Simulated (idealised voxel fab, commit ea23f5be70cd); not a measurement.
process module | voxel self aligned contacts
cross-section cut | 170 nm wide | cells 5 nm
A cross-section is a grid of square cells, given in bands from the top down. A band is one or more rows of cells.
Each band's line starts with the height of the band's top and of its bottom, in nm. Then come its materials from left to right, each with its width in nm. One material with "throughout" fills the band from edge to edge. "air" is empty space.
Height 0 is the level under which the wafer as received is all one material. The lowest band goes on downwards, as in "0 down".
A width such as "30 to 40" changes by the same amount from each row of cells to the next, from the band's top row to its bottom row.
"no change" after a step means that no cell of the cross-section changed.
closed voids: empty space of 8 cells or more with no open way to the top, each as width x height at its distance from the left edge, in nm
after a step's settings: what the simulator itself notes on the step
overlay nm, on a step with a mask: how far to the right of its planned place the mask lay; to the left if negative
plan
1 op RECEIVE | material Si
2 op OXIDIZE | depth nm 5
3 op DIRECTIONAL_DEP | material polySi | thk nm 30
4 op DIRECTIONAL_DEP | material SiN | thk nm 20
5 op DIRECTIONAL_DEP | material aC | thk nm 15
6 op PATTERN | tone cover | mask id GATE | material resist | width nm 35 | pitch nm 60 | thk nm 35 | overlay nm 0
7 op DIRECTIONAL_ETCH | etch materials aC | depth nm 15
8 op STRIP | etch materials resist
9 op DIRECTIONAL_ETCH | etch materials SiN | depth nm 20
10 op DIRECTIONAL_ETCH | etch materials polySi | depth nm 30
11 op STRIP | etch materials aC
12 op CONFORMAL_DEP | material SiN | thk nm 5
13 op DIRECTIONAL_ETCH | etch materials SiN | depth nm 5
14 op FILL_DEP | material SiO2 | thk nm 10
15 op CMP | height nm 55
16 op MASKED_ETCH | tone open | mask id CONTACT | width nm 45 | etch materials SiO2 | depth nm 60 | overlay nm 0
17 op CONFORMAL_DEP | material TiN | thk nm 5
18 op FILL_DEP | material W | thk nm 10
19 op CMP | height nm 55
20 op CONFORMAL_DEP | material SiN | thk nm 5
as received, after step 1
  0 down: Si throughout
  closed voids: none
first wafer at the end, as planned
  60 to 55: SiN throughout
  55 to 50: SiO2 60 | TiN 20 | W 5 | TiN 20 | SiO2 65
  50 to 30: SiO2 30 | SiN 45 | TiN 5 | W 5 | TiN 5 | SiN 45 | SiO2 35
  30 to 0: SiO2 30 | SiN 5 | polySi 35 | SiN 5 | TiN 5 | W 5 | TiN 5 | SiN 5 | polySi 35 | SiN 5 | SiO2 35
  0 to -5: SiO2 75 | TiN 15 | SiO2 80
  -5 down: Si throughout
  closed voids: none
second wafer at the end: like start, like plan, one mistake
  60 to 55: SiN throughout
  55 to 45: SiO2 60 | TiN 5 to 15 | W 35 to 15 | TiN 5 to 15 | SiO2 65
  45 to 30: SiO2 35 | SiN 35 | TiN 5 | W 15 | TiN 5 | SiN 35 | SiO2 40
  30 to 0: SiO2 35 | polySi 35 | TiN 5 | W 15 | TiN 5 | polySi 35 | SiO2 40
  0 to -5: SiO2 70 | TiN 25 | SiO2 75
  -5 down: Si throughout
  closed voids: none
what went wrong: step 12 was left out
at the end the second wafer has, in cells: 54 fewer of SiN | 28 more of SiO2 | 26 more of W
